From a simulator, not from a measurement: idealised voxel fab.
process module | voxel lift off
cross-section cut | 150 nm wide | cells 5 nm
A cross-section is a grid of square cells, given in bands from the top down. A band is one or more rows of cells.
Each band's line starts with the height of the band's top and of its bottom, in nm. Then come its materials from left to right, each with its width in nm. One material with "throughout" fills the band from edge to edge. "air" is empty space.
Height 0 is the level under which the wafer as received is all one material. The lowest band goes on downwards, as in "0 down".
A width such as "30 to 40" changes by the same amount from each row of cells to the next, from the band's top row to its bottom row.
"no change" after a step means that no cell of the cross-section changed.
closed voids: empty space of 8 cells or more with no open way to the top, each as width x height at its distance from the left edge, in nm
after a step's settings: what the simulator itself notes on the step
overlay nm, on a step with a mask: how far to the right of its planned place the mask lay; to the left if negative
plan
1 op RECEIVE | material Si
2 op CONFORMAL_DEP | material Al2O3 | thk nm 10
3 op PATTERN | tone open | mask id LINES | material resist | width nm 15 | pitch nm 35 | thk nm 25 | overlay nm 0
4 op DIRECTIONAL_DEP | material Ru | thk nm 10
5 op STRIP | etch materials resist
6 op CONFORMAL_DEP | material SiCN | thk nm 10
as received, after step 1
  0 down: Si throughout
  closed voids: none
a wafer at the end: this start, this plan, one mistake
  30 to 20: air 40 | SiCN 70 | air 40
  20 to 10: SiCN 50 | Ru 15 | SiCN 20 | Ru 15 | SiCN 50
  10 to 0: SiCN throughout
  0 down: Si throughout
  closed voids: none
what went wrong: step 2 ran as: op CONFORMAL_DEP | material SiCN | thk nm 10
